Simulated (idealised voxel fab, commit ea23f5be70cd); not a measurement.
This section sets out a process module, namely voxel transistor to metal.
We display cut, a cross-section 210 nm in width whose square cells are each 5 nm.
Each cross-section below is a grid of square cells, stated as bands in top-down order, with one or more rows of cells making up each band.
Band: top and bottom heights (nm) first, top before bottom; then materials from left to right, widths in nm. "edge to edge" marks a sole material filling the band edge to edge. "empty" denotes empty space.
Heads up on the height convention: 0 is the point under which the incoming wafer is all one material, and the lowest band has no bottom, it just keeps going down, like "top 0, no bottom".
You'd read "30->40" like this: the band's top row of cells is as wide as the first number, its bottom row is as wide as the second, and going down, every row changes width by the same amount as the row before did.
It should be understood that the words "nothing got changed", when stated for a given step, signify that the cross-section underwent no change in any of its cells during that step.
The entry "Closed empty spaces" lists the empty spaces that cover at least 8 cells and have no open path to the top. Each is written as width x height at distance, where the distance is measured from the left edge and all three values are in nm.
Formally, on a step line, whatever follows the settings is a remark that the simulator itself makes on the step.
For masked steps, "overlay nm" on the step line gives how far right of plan the mask actually lay; a minus sign means it lay to the left.

# Process steps (planned)
1,RECEIVE [material Si]
2,OXIDIZE [depth nm 5]
3,CONFORMAL_DEP [material SiN] [thk nm 10]
4,PATTERN [tone cover] [mask id ACTIVE] [material resist] [width nm 110] [thk nm 20] [overlay nm 0]
5,DIRECTIONAL_ETCH [etch materials SiN] [depth nm 10]
6,DIRECTIONAL_ETCH [etch materials SiO2] [depth nm 5]
7,DIRECTIONAL_ETCH [etch materials Si] [depth nm 30]
8,STRIP [etch materials resist]
9,OXIDIZE [depth nm 5]
10,FILL_DEP [material SiO2] [thk nm 10]
11,CMP [height nm 10]
12,SELECTIVE_ETCH [etch materials SiO2] [depth nm 5]
13,STRIP [etch materials SiN]
14,SELECTIVE_ETCH [etch materials SiO2] [depth nm 5]
15,OXIDIZE [depth nm 5]
16,DIRECTIONAL_DEP [material polySi] [thk nm 20]
17,DIRECTIONAL_DEP [material SiCN] [thk nm 10]
18,MASKED_ETCH [tone cover] [mask id GATE] [width nm 30] [etch materials SiCN] [depth nm 20] [overlay nm 0]
19,MASKED_ETCH [tone cover] [mask id GATE] [width nm 20] [etch materials polySi] [depth nm 30] [overlay nm 0]
20,CONFORMAL_DEP [material SiN] [thk nm 5]
21,DIRECTIONAL_ETCH [etch materials SiN] [depth nm 5]
22,DIRECTIONAL_ETCH [etch materials SiO2] [depth nm 5]
23,DIRECTIONAL_ETCH [etch materials Si] [depth nm 15]
24,EPI [material pSi] [thk nm 20]
25,FILL_DEP [material SiO2] [thk nm 10]
26,CMP [height nm 15]
27,STRIP [etch materials polySi]
28,SELECTIVE_ETCH [etch materials SiO2] [depth nm 5]
29,CONFORMAL_DEP [material HfO2] [thk nm 5]
30,CONFORMAL_DEP [material TiN] [thk nm 5]
31,FILL_DEP [material W] [thk nm 10]
32,CMP [height nm 10]
33,DIRECTIONAL_DEP [material SiO2] [thk nm 15]
34,MASKED_ETCH [tone open] [mask id CONTACT] [width nm 15] [pitch nm 75] [etch materials SiO2] [depth nm 30] [overlay nm 0]
35,CONFORMAL_DEP [material TiN] [thk nm 5]
36,FILL_DEP [material Ru] [thk nm 5]
37,CMP [height nm 25]
38,DIRECTIONAL_DEP [material TiN] [thk nm 5]
39,DIRECTIONAL_DEP [material Ru] [thk nm 20]
40,DIRECTIONAL_DEP [material aC] [thk nm 15]
41,PATTERN [tone cover] [mask id METAL_1] [material resist] [width nm 15] [pitch nm 75] [thk nm 35] [overlay nm 0]
42,DIRECTIONAL_ETCH [etch materials aC] [depth nm 15]
43,STRIP [etch materials resist]
44,DIRECTIONAL_ETCH [etch materials Ru] [depth nm 20]
45,DIRECTIONAL_ETCH [etch materials TiN] [depth nm 5]
46,STRIP [etch materials aC]
47,FILL_DEP [material lowk] [thk nm 5]
48,CMP [height nm 50]
49,CONFORMAL_DEP [material SiN] [thk nm 5]
For this document, wafers share an identical start and vary in the step 19 width nm; the plan quotes the first wafer's value.

# Cross-section of the first incoming wafer of several, state after step 1
- top 0, no bottom  Si edge to edge
- Closed empty spaces: none

# Module end state after final step 49: cross-section of the first of several wafers
- top 55, bottom 50  SiN edge to edge
- top 50, bottom 30  lowk=60 | Ru=15 | lowk=60 | Ru=15 | lowk=60
- top 30, bottom 25  lowk=60 | TiN=15 | lowk=60 | TiN=15 | lowk=60
- top 25, bottom 15  SiO2=60 | TiN=5 | Ru=5 | TiN=5 | SiO2=60 | TiN=5 | Ru=5 | TiN=5 | SiO2=60
- top 15, bottom 10  SiO2=60 | TiN=15 | SiO2=60 | TiN=15 | SiO2=60
- top 10, bottom 0  SiO2=60 | TiN=5 | pSi=20 | SiN=5 | HfO2=5 | TiN=5 | W=10 | TiN=5 | HfO2=5 | SiN=5 | pSi=20 | TiN=5 | SiO2=60
- top 0, bottom -5  SiO2=45 | SiN=5 | SiO2=10 | TiN=5 | pSi=20 | SiN=5 | HfO2=5 | TiN=20 | HfO2=5 | SiN=5 | pSi=20 | TiN=5 | SiO2=10 | SiN=5 | SiO2=45
- top -5, bottom -10  SiO2=50 | pSi=35 | HfO2=40 | pSi=35 | SiO2=50
- top -10, bottom -25  SiO2=55 | pSi=30 | Si=40 | pSi=30 | SiO2=55
- top -25, bottom -40  SiO2=55 | Si=100 | SiO2=55
- top -40, no bottom  Si edge to edge
- Closed empty spaces: none

# End of module, last wafer sectioned
- top 55, bottom 50  SiN edge to edge
- top 50, bottom 30  lowk=60 | Ru=15 | lowk=60 | Ru=15 | lowk=60
- top 30, bottom 25  lowk=60 | TiN=15 | lowk=60 | TiN=15 | lowk=60
- top 25, bottom 15  SiO2=60 | TiN=5 | Ru=5 | TiN=5 | SiO2=60 | TiN=5 | Ru=5 | TiN=5 | SiO2=60
- top 15, bottom 10  SiO2=60 | TiN=15 | SiO2=60 | TiN=15 | SiO2=60
- top 10, bottom 0  SiO2=60 | pSi=20 | SiN=5 | HfO2=5 | TiN=5 | W=20 | TiN=5 | HfO2=5 | SiN=5 | pSi=20 | SiO2=60
- top 0, bottom -5  SiO2=45 | SiN=5 | SiO2=10 | pSi=20 | SiN=5 | HfO2=5 | TiN=30 | HfO2=5 | SiN=5 | pSi=20 | SiO2=10 | SiN=5 | SiO2=45
- top -5, bottom -10  SiO2=50 | pSi=30 | HfO2=50 | pSi=30 | SiO2=50
- top -10, bottom -25  SiO2=55 | pSi=25 | Si=50 | pSi=25 | SiO2=55
- top -25, bottom -40  SiO2=55 | Si=100 | SiO2=55
- top -40, no bottom  Si edge to edge
- Closed empty spaces: none

# Rows = wafers. At module end, each row lists per material the cells gained (+) or lost (-) since the wafer was received, then the closed voids
width nm 20; +14 HfO2; +28 Ru; -252 Si; +50 SiN; +330 SiO2; +34 TiN; +4 W; +180 lowk; +74 pSi; Closed empty spaces: none
width nm 25; +14 HfO2; +28 Ru; -252 Si; +50 SiN; +330 SiO2; +34 TiN; +4 W; +180 lowk; +74 pSi; Closed empty spaces: none
width nm 30; +14 HfO2; +28 Ru; -252 Si; +50 SiN; +330 SiO2; +34 TiN; +4 W; +180 lowk; +74 pSi; Closed empty spaces: none
width nm 35; +15 HfO2; +28 Ru; -249 Si; +50 SiN; +330 SiO2; +32 TiN; +6 W; +180 lowk; +70 pSi; Closed empty spaces: none
width nm 40; +16 HfO2; +28 Ru; -246 Si; +50 SiN; +330 SiO2; +30 TiN; +8 W; +180 lowk; +66 pSi; Closed empty spaces: none
